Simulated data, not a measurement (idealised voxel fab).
You're looking at the process module voxel self aligned vias.
Square cells of 5 nm make up the cross-section cut, whose width is 180 nm.
The cross-sections in this document take the form of a grid made of square cells. They are written out as bands, in order from top to bottom. Each band consists of one or more rows of cells.
In this notation a band is specified by the heights of its top and bottom, in that order and in nm, after which its materials appear from left to right, each paired with its width in nm. The word "full width" attached to a single material means that material fills the band from edge to edge; the word "blank" stands for empty space.
Zero point of the height axis is 0; under it, received wafer = one material. Lowest band: continues down indefinitely, "top 0, no bottom".
Per-row width for "30 to 40": begins at first number (top row of band), ends at second number (bottom row), increment between rows held constant.
"stayed the same" means the step left every cell of the cross-section as it was.
What "Voids, enclosed" gives you is every empty space of 8 cells or more that is cut off from the top. Each appears as width x height at distance, with the distance taken from the left edge and width, height and distance all in nm.
Note: text after step settings on the step line = simulator remark on that step.
A step line may carry the setting "overlay nm", which, for steps involving a mask, states the distance by which the mask lay to the right of its intended position; negative values denote displacement to the left.
PLANNED STEP LIST FOR THE PROCESS
step 1: RECEIVE,material Si
step 2: CONFORMAL_DEP,material SiO2,thk nm 15
step 3: CONFORMAL_DEP,material SiCN,thk nm 5
step 4: DIRECTIONAL_DEP,material lowk,thk nm 25
step 5: DIRECTIONAL_DEP,material aC,thk nm 10
step 6: PATTERN,tone open,mask id LINES,material resist,width nm 20,pitch nm 55,thk nm 25,overlay nm -10
step 7: DIRECTIONAL_ETCH,etch materials aC,depth nm 10
step 8: STRIP,etch materials resist
step 9: DIRECTIONAL_ETCH,etch materials lowk,depth nm 25
step 10: STRIP,etch materials aC
step 11: CONFORMAL_DEP,material TiN,thk nm 5
step 12: FILL_DEP,material Ru,thk nm 5
step 13: CMP,height nm 45
step 14: SELECTIVE_ETCH,etch materials W Ru TiN,depth nm 5
step 15: FILL_DEP,material SiN,thk nm 10
step 16: CMP,height nm 45
step 17: DIRECTIONAL_DEP,material lowk,thk nm 15
step 18: PATTERN,tone open,mask id VIAS,material resist,width nm 40,pitch nm 55,thk nm 15,overlay nm 0
step 19: DIRECTIONAL_ETCH,etch materials lowk,depth nm 15
step 20: DIRECTIONAL_ETCH,etch materials SiN,depth nm 5
step 21: STRIP,etch materials resist
step 22: CONFORMAL_DEP,material TiN,thk nm 5
step 23: FILL_DEP,material W,thk nm 10
step 24: CMP,height nm 60
step 25: CONFORMAL_DEP,material SiN,thk nm 5
Same starting wafers, different overlay nm at step 6. Plan value belongs to the first wafer.
SECTIONAL VIEW: FIRST OF SEVERAL WAFERS, AS RECEIVED, AFTER STEP 1
> top 0, no bottom = Si full width
> Voids, enclosed: none
ONCE STEP 25, THE LAST STEP, IS COMPLETE, THE MODULE IS AT ITS END; THIS IS THE CROSS-SECTION OF THE FIRST OF SEVERAL WAFERS
> top 65, bottom 60 = SiN full width
> top 60, bottom 50 = lowk 15 nm, TiN 5 nm, W 30 nm, TiN 5 nm, lowk 15 nm, TiN 5 nm, W 30 nm, TiN 5 nm, lowk 15 nm, TiN 5 nm, W 30 nm, TiN 5 nm, lowk 15 nm
> top 50, bottom 45 = lowk 15 nm, TiN 5 nm, W 10 nm, TiN 25 nm, lowk 15 nm, TiN 5 nm, W 10 nm, TiN 25 nm, lowk 15 nm, TiN 5 nm, W 10 nm, TiN 25 nm, lowk 15 nm
> top 45, bottom 40 = lowk 15 nm, TiN 20 nm, lowk 35 nm, TiN 20 nm, lowk 35 nm, TiN 20 nm, lowk 35 nm
> top 40, bottom 25 = lowk 15 nm, TiN 5 nm, Ru 10 nm, TiN 5 nm, lowk 35 nm, TiN 5 nm, Ru 10 nm, TiN 5 nm, lowk 35 nm, TiN 5 nm, Ru 10 nm, TiN 5 nm, lowk 35 nm
> top 25, bottom 20 = lowk 15 nm, TiN 20 nm, lowk 35 nm, TiN 20 nm, lowk 35 nm, TiN 20 nm, lowk 35 nm
> top 20, bottom 15 = SiCN full width
> top 15, bottom 0 = SiO2 full width
> top 0, no bottom = Si full width
> Voids, enclosed: none
SECTIONAL VIEW OF THE LAST WAFER UPON COMPLETION OF THE MODULE
> top 65, bottom 60 = SiN full width
> top 60, bottom 50 = lowk 15 nm, TiN 5 nm, W 30 nm, TiN 5 nm, lowk 15 nm, TiN 5 nm, W 30 nm, TiN 5 nm, lowk 15 nm, TiN 5 nm, W 30 nm, TiN 5 nm, lowk 15 nm
> top 50, bottom 45 = lowk 15 nm, TiN 25 nm, W 10 nm, TiN 5 nm, lowk 15 nm, TiN 25 nm, W 10 nm, TiN 5 nm, lowk 15 nm, TiN 25 nm, W 10 nm, TiN 5 nm, lowk 15 nm
> top 45, bottom 40 = lowk 35 nm, TiN 20 nm, lowk 35 nm, TiN 20 nm, lowk 35 nm, TiN 20 nm, lowk 15 nm
> top 40, bottom 25 = lowk 35 nm, TiN 5 nm, Ru 10 nm, TiN 5 nm, lowk 35 nm, TiN 5 nm, Ru 10 nm, TiN 5 nm, lowk 35 nm, TiN 5 nm, Ru 10 nm, TiN 5 nm, lowk 15 nm
> top 25, bottom 20 = lowk 35 nm, TiN 20 nm, lowk 35 nm, TiN 20 nm, lowk 35 nm, TiN 20 nm, lowk 15 nm
> top 20, bottom 15 = SiCN full width
> top 15, bottom 0 = SiO2 full width
> top 0, no bottom = Si full width
> Voids, enclosed: none
WAFER ROWS, END OF MODULE: CELLS PER MATERIAL GAINED (+) OR LOST (-) SINCE RECEIPT; CLOSED VOIDS LAST
overlay nm -10; +18 Ru; +36 SiCN; +36 SiN; +108 SiO2; +72 TiN; +42 W; +156 lowk; Voids, enclosed: none
overlay nm -5; +18 Ru; +36 SiCN; +36 SiN; +108 SiO2; +72 TiN; +42 W; +156 lowk; Voids, enclosed: none
overlay nm 0; +18 Ru; +36 SiCN; +36 SiN; +108 SiO2; +72 TiN; +42 W; +156 lowk; Voids, enclosed: none
overlay nm 5; +18 Ru; +36 SiCN; +36 SiN; +108 SiO2; +72 TiN; +42 W; +156 lowk; Voids, enclosed: none
overlay nm 10; +18 Ru; +36 SiCN; +36 SiN; +108 SiO2; +72 TiN; +42 W; +156 lowk; Voids, enclosed: none
